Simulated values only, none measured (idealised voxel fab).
Presented below is a process module, voxel lift off.
The figure presents cross-section cut, which has a width of 170 nm and is divided into square cells with an edge length of 5 nm.
Just so we're on the same page, the cross-sections are grids of square cells, and they're listed out in bands top to bottom, each band one or more rows deep.
What a band's entry tells you: where the top is and where the bottom is, as heights in nm, and after that what lies inside, material by material from left to right, each with its width in nm. Empty space is written as the word "air", and a single material marked with the word "full width" occupies the band from edge to edge.
Basically, 0 is our baseline, since under it the wafer straight out of the box is all one material. The bottom band has no lower end and keeps on going down, so it looks like "0 and below".
Note: "30->40" means the width goes from the first number (top row of the band) to the second number (bottom row) in equal steps per row of cells.
Key: "remained the same" - step with no changed cell in the cross-section.
Closed-off voids of 8+ cells (no open route to the top) go in "Sealed voids", written width x height at distance from the left edge, in nm.
Text after the settings on a step's line: the simulator's own remark on that step.
The line of a step may include "overlay nm". On a step with a mask, this value is how far to the right of its planned place the mask lay. A negative value means the mask lay to the left.

List of planned process steps:
- 1: RECEIVE | material Si
- 2: CONFORMAL_DEP | material Al2O3 | thk nm 15
- 3: PATTERN | tone open | mask id LINES | material resist | width nm 25 | pitch nm 50 | thk nm 30 | overlay nm 0
- 4: DIRECTIONAL_DEP | material Ru | thk nm 15
- 5: STRIP | etch materials resist
- 6: CONFORMAL_DEP | material SiN | thk nm 5

Received-state cross-section, reflecting completion of step 1:
0 and below | Si full width
Sealed voids: none

End-of-module cross-section of the first of two wafers, processed as planned:
35 down to 30 | air 40 | SiN 35 | air 15 | SiN 35 | air 45
30 down to 20 | air 40 | SiN 5 | Ru 25 | SiN 5 | air 15 | SiN 5 | Ru 25 | SiN 5 | air 45
20 down to 15 | SiN 45 | Ru 25 | SiN 25 | Ru 25 | SiN 50
15 down to 0 | Al2O3 full width
0 and below | Si full width
Sealed voids: none

Cross-sectional view: second of two wafers, end of module; start and plan identical to the first, one mistake in running:
35 down to 30 | air 40 | SiN 35 | air 15 | SiN 35 | air 45
30 down to 20 | air 40 | SiN 5 | Al2O3 25 | SiN 5 | air 15 | SiN 5 | Al2O3 25 | SiN 5 | air 45
20 down to 15 | SiN 45 | Al2O3 25 | SiN 25 | Al2O3 25 | SiN 50
15 down to 0 | Al2O3 full width
0 and below | Si full width
Sealed voids: none
The mistake made against the process plan was this: off-plan run, step 4, actual operation and settings DIRECTIONAL_DEP | material Al2O3 | thk nm 15
FYI, end of process, the second wafer has more or fewer cells of some materials than the first: Al2O3: 30 more; Ru: 30 fewer
